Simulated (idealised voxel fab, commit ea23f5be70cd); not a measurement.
Name of the process module below: voxel capacitor over wiring
The cross-section shown here is cut; it is 155 nm wide and divided into square cells measuring 5 nm on a side.
Reading order for cross-sections: top band down to bottom band. Underlying form: a grid of square cells. Band size: one or more rows of cells.
Band: top height; bottom height; in nm. Then, left to right: material with width in nm, for each material. "full width": a single material spanning edge to edge. "air": empty space.
Beneath 0, the wafer as received is one material, and that level is where height counting begins. The lowest band goes on downward without a bottom; it is written like "0..down".
When a width is written as two numbers, as in "30..40", the first number is the width in the top row of cells of the band and the second is the width in its bottom row, and the width changes by the same amount from each row to the next.
Basically "no modifications" means that step didn't change any cell in the cross-section.
"Fully sealed voids": empty spaces of 8 cells or more with no open way to the top, each given as width x height at distance, distance from the left edge, all in nm.
If you see something after the settings on a step's line, that's the simulator's own remark about that step.
overlay nm, on a step with a mask: how far to the right of its planned place the mask lay; to the left if negative

### Listed below are the process steps as planned
step 1: RECEIVE | material Si
step 2: CONFORMAL_DEP | material SiO2 | thk nm 15
step 3: DIRECTIONAL_DEP | material TiN | thk nm 5
step 4: DIRECTIONAL_DEP | material W | thk nm 15
step 5: DIRECTIONAL_DEP | material aC | thk nm 10
step 6: PATTERN | tone cover | mask id METAL_1 | material resist | width nm 20 | pitch nm 75 | thk nm 25 | overlay nm 0
step 7: DIRECTIONAL_ETCH | etch materials aC | depth nm 10
step 8: STRIP | etch materials resist
step 9: DIRECTIONAL_ETCH | etch materials W | depth nm 15
step 10: DIRECTIONAL_ETCH | etch materials TiN | depth nm 5
step 11: STRIP | etch materials aC
step 12: FILL_DEP | material SiO2 | thk nm 10
step 13: CMP | height nm 35
step 14: CONFORMAL_DEP | material SiCN | thk nm 5
step 15: DIRECTIONAL_DEP | material lowk | thk nm 20
step 16: PATTERN | tone open | mask id PLUG_1 | material resist | width nm 15 | thk nm 15 | overlay nm 0
step 17: DIRECTIONAL_ETCH | etch materials lowk | depth nm 20
step 18: DIRECTIONAL_ETCH | etch materials SiCN | depth nm 5
step 19: STRIP | etch materials resist
step 20: EPI | material Ru | thk nm 10
step 21: EPI | material Ru | thk nm 10
step 22: EPI | material Ru | thk nm 5
step 23: DIRECTIONAL_DEP | material TiN | thk nm 10
step 24: DIRECTIONAL_DEP | material SiN | thk nm 5
step 25: DIRECTIONAL_DEP | material TiN | thk nm 10
step 26: MASKED_ETCH | tone cover | mask id UPPER_PLATE | width nm 60 | etch materials TiN | depth nm 10 | overlay nm 0
step 27: MASKED_ETCH | tone cover | mask id UPPER_PLATE | width nm 60 | etch materials SiN | depth nm 5 | overlay nm 0
step 28: MASKED_ETCH | tone cover | mask id LOWER_PLATE | width nm 70 | etch materials TiN | depth nm 10 | overlay nm 0
step 29: FILL_DEP | material SiO2 | thk nm 15
step 30: CMP | height nm 95
step 31: MASKED_ETCH | tone open | mask id PLUG_2 | width nm 15 | etch materials SiO2 | depth nm 10 | overlay nm 0
step 32: CONFORMAL_DEP | material TiN | thk nm 5
step 33: FILL_DEP | material Ru | thk nm 5
step 34: CMP | height nm 95
step 35: CONFORMAL_DEP | material SiN | thk nm 5

### The first of two wafers, run as planned

### As-received wafer cross-section (after step 1)
	0..down  Si full width
	Fully sealed voids: none

### Cross-sectional representation of the wafer at the conclusion of step 2
	15..0  SiO2 full width
	Lower than 0, everything is as it was.

### Cross-sectional representation of the wafer at the conclusion of step 3
	20..15  TiN full width
	Lower than 15, everything is as it was.

### Cross-sectional representation of the wafer at the conclusion of step 4
	35..20  W full width
	Lower than 20, everything is as it was.

### Cross-sectional representation of the wafer at the conclusion of step 5
	45..35  aC full width
	Lower than 35, everything is as it was.

### Cross-sectional representation of the wafer at the conclusion of step 6
	70..45  air: 30 / resist: 20 / air: 55 / resist: 20 / air: 30
	Lower than 45, everything is as it was.

### Cross-sectional representation of the wafer at the conclusion of step 7
	60..45  air: 30 / resist: 20 / air: 55 / resist: 20 / air: 30
	45..35  air: 30 / aC: 20 / air: 55 / aC: 20 / air: 30
	Lower than 35, everything is as it was.

### Cross-sectional representation of the wafer at the conclusion of step 8
	45..35  air: 30 / aC: 20 / air: 55 / aC: 20 / air: 30
	Lower than 35, everything is as it was.

### Cross-sectional representation of the wafer at the conclusion of step 9
	45..35  air: 30 / aC: 20 / air: 55 / aC: 20 / air: 30
	35..20  air: 30 / W: 20 / air: 55 / W: 20 / air: 30
	Lower than 20, everything is as it was.

### Cross-sectional representation of the wafer at the conclusion of step 10
	45..35  air: 30 / aC: 20 / air: 55 / aC: 20 / air: 30
	35..20  air: 30 / W: 20 / air: 55 / W: 20 / air: 30
	20..15  air: 30 / TiN: 20 / air: 55 / TiN: 20 / air: 30
	Lower than 15, everything is as it was.

### Cross-sectional representation of the wafer at the conclusion of step 11
	35..20  air: 30 / W: 20 / air: 55 / W: 20 / air: 30
	Lower than 20, everything is as it was.

### Cross-sectional representation of the wafer at the conclusion of step 12
	45..35  SiO2 full width
	35..20  SiO2: 30 / W: 20 / SiO2: 55 / W: 20 / SiO2: 30
	20..15  SiO2: 30 / TiN: 20 / SiO2: 55 / TiN: 20 / SiO2: 30
	Lower than 15, everything is as it was.

### Cross-sectional representation of the wafer at the conclusion of step 13
	35..20  SiO2: 30 / W: 20 / SiO2: 55 / W: 20 / SiO2: 30
	Lower than 20, everything is as it was.

### Cross-sectional representation of the wafer at the conclusion of step 14
	40..35  SiCN full width
	Lower than 35, everything is as it was.

### Cross-sectional representation of the wafer at the conclusion of step 15
	60..40  lowk full width
	Lower than 40, everything is as it was.

### Cross-sectional representation of the wafer at the conclusion of step 16
	75..60  resist: 35 / air: 15 / resist: 105
	Lower than 60, everything is as it was.

### Cross-sectional representation of the wafer at the conclusion of step 17
	75..60  resist: 35 / air: 15 / resist: 105
	60..40  lowk: 35 / air: 15 / lowk: 105
	Lower than 40, everything is as it was.

### Cross-sectional representation of the wafer at the conclusion of step 18
	75..60  resist: 35 / air: 15 / resist: 105
	60..40  lowk: 35 / air: 15 / lowk: 105
	40..35  SiCN: 35 / air: 15 / SiCN: 105
	Lower than 35, everything is as it was.

### Cross-sectional representation of the wafer at the conclusion of step 19
	60..40  lowk: 35 / air: 15 / lowk: 105
	Lower than 40, everything is as it was.

### Cross-sectional representation of the wafer at the conclusion of step 20
	60..45  lowk: 35 / air: 15 / lowk: 105
	45..40  lowk: 35 / Ru: 15 / lowk: 105
	40..35  SiCN: 35 / Ru: 15 / SiCN: 105
	Lower than 35, everything is as it was.

### Cross-sectional representation of the wafer at the conclusion of step 21
	60..55  lowk: 35 / air: 15 / lowk: 105
	55..40  lowk: 35 / Ru: 15 / lowk: 105
	Lower than 40, everything is as it was.

### Cross-sectional representation of the wafer at the conclusion of step 22
	60..40  lowk: 35 / Ru: 15 / lowk: 105
	Lower than 40, everything is as it was.

### Cross-sectional representation of the wafer at the conclusion of step 23
	70..60  TiN full width
	Lower than 60, everything is as it was.

### Cross-sectional representation of the wafer at the conclusion of step 24
	75..70  SiN full width
	Lower than 70, everything is as it was.

### Cross-sectional representation of the wafer at the conclusion of step 25
	85..75  TiN full width
	Lower than 75, everything is as it was.

### Cross-sectional representation of the wafer at the conclusion of step 26
	85..75  air: 35 / TiN: 60 / air: 60
	Lower than 75, everything is as it was.

### Cross-sectional representation of the wafer at the conclusion of step 27
	85..75  air: 35 / TiN: 60 / air: 60
	75..70  air: 35 / SiN: 60 / air: 60
	Lower than 70, everything is as it was.

### Cross-sectional representation of the wafer at the conclusion of step 28
	85..75  air: 35 / TiN: 60 / air: 60
	75..70  air: 35 / SiN: 60 / air: 60
	70..60  air: 30 / TiN: 70 / air: 55
	Lower than 60, everything is as it was.

### Cross-sectional representation of the wafer at the conclusion of step 29
	100..85  SiO2 full width
	85..75  SiO2: 35 / TiN: 60 / SiO2: 60
	75..70  SiO2: 35 / SiN: 60 / SiO2: 60
	70..60  SiO2: 30 / TiN: 70 / SiO2: 55
	Lower than 60, everything is as it was.

### Cross-sectional representation of the wafer at the conclusion of step 30
	95..85  SiO2 full width
	Lower than 85, everything is as it was.

### Cross-sectional representation of the wafer at the conclusion of step 31
	95..85  SiO2: 45 / air: 15 / SiO2: 95
	Lower than 85, everything is as it was.

### Cross-sectional representation of the wafer at the conclusion of step 32
	100..95  TiN: 50 / air: 5 / TiN: 100
	95..90  SiO2: 45 / TiN: 5 / air: 5 / TiN: 5 / SiO2: 95
	90..85  SiO2: 45 / TiN: 15 / SiO2: 95
	Lower than 85, everything is as it was.

### Cross-sectional representation of the wafer at the conclusion of step 33
	105..100  Ru full width
	100..95  TiN: 50 / Ru: 5 / TiN: 100
	95..90  SiO2: 45 / TiN: 5 / Ru: 5 / TiN: 5 / SiO2: 95
	Lower than 90, everything is as it was.

### Cross-sectional representation of the wafer at the conclusion of step 34
	95..90  SiO2: 45 / TiN: 5 / Ru: 5 / TiN: 5 / SiO2: 95
	Lower than 90, everything is as it was.

### Cross-sectional representation of the wafer at the conclusion of step 35
	100..95  SiN full width
	Lower than 95, everything is as it was.

### The second wafer: identical to the first at the outset and in its planned sequence, differing only in that one mistake was made during processing; up to and including step 27, its path is the first wafer's path

### X-section, second wafer, when step 28 was due to finish
	85..75  air: 35 / TiN: 60 / air: 60
	75..70  air: 35 / SiN: 60 / air: 60
	70..60  air: 25 / TiN: 80 / air: 50
	Lower than 60, everything is as it was.

### X-section, second wafer, when step 29 was due to finish
	100..85  SiO2 full width
	85..75  SiO2: 35 / TiN: 60 / SiO2: 60
	75..70  SiO2: 35 / SiN: 60 / SiO2: 60
	70..60  SiO2: 25 / TiN: 80 / SiO2: 50
	Lower than 60, everything is as it was.

### X-section, second wafer, when step 30 was due to finish
	95..85  SiO2 full width
	Lower than 85, everything is as it was.

### X-section, second wafer, when step 31 was due to finish
	95..85  SiO2: 45 / air: 15 / SiO2: 95
	Lower than 85, everything is as it was.

### X-section, second wafer, when step 32 was due to finish
	100..95  TiN: 50 / air: 5 / TiN: 100
	95..90  SiO2: 45 / TiN: 5 / air: 5 / TiN: 5 / SiO2: 95
	90..85  SiO2: 45 / TiN: 15 / SiO2: 95
	Lower than 85, everything is as it was.

### X-section, second wafer, when step 33 was due to finish
	105..100  Ru full width
	100..95  TiN: 50 / Ru: 5 / TiN: 100
	95..90  SiO2: 45 / TiN: 5 / Ru: 5 / TiN: 5 / SiO2: 95
	Lower than 90, everything is as it was.

### X-section, second wafer, when step 34 was due to finish
	95..90  SiO2: 45 / TiN: 5 / Ru: 5 / TiN: 5 / SiO2: 95
	Lower than 90, everything is as it was.

### X-section, second wafer, when step 35 was due to finish
	100..95  SiN full width
	Lower than 95, everything is as it was.
What went wrong in running the wafer? step 28 off recipe, ran as MASKED_ETCH | tone cover | mask id LOWER_PLATE | width nm 80 | etch materials TiN | depth nm 10 | overlay nm 0
The second wafer ends with more or fewer cells of some materials than the first, per final count: SiO2: 4 fewer; TiN: 4 more
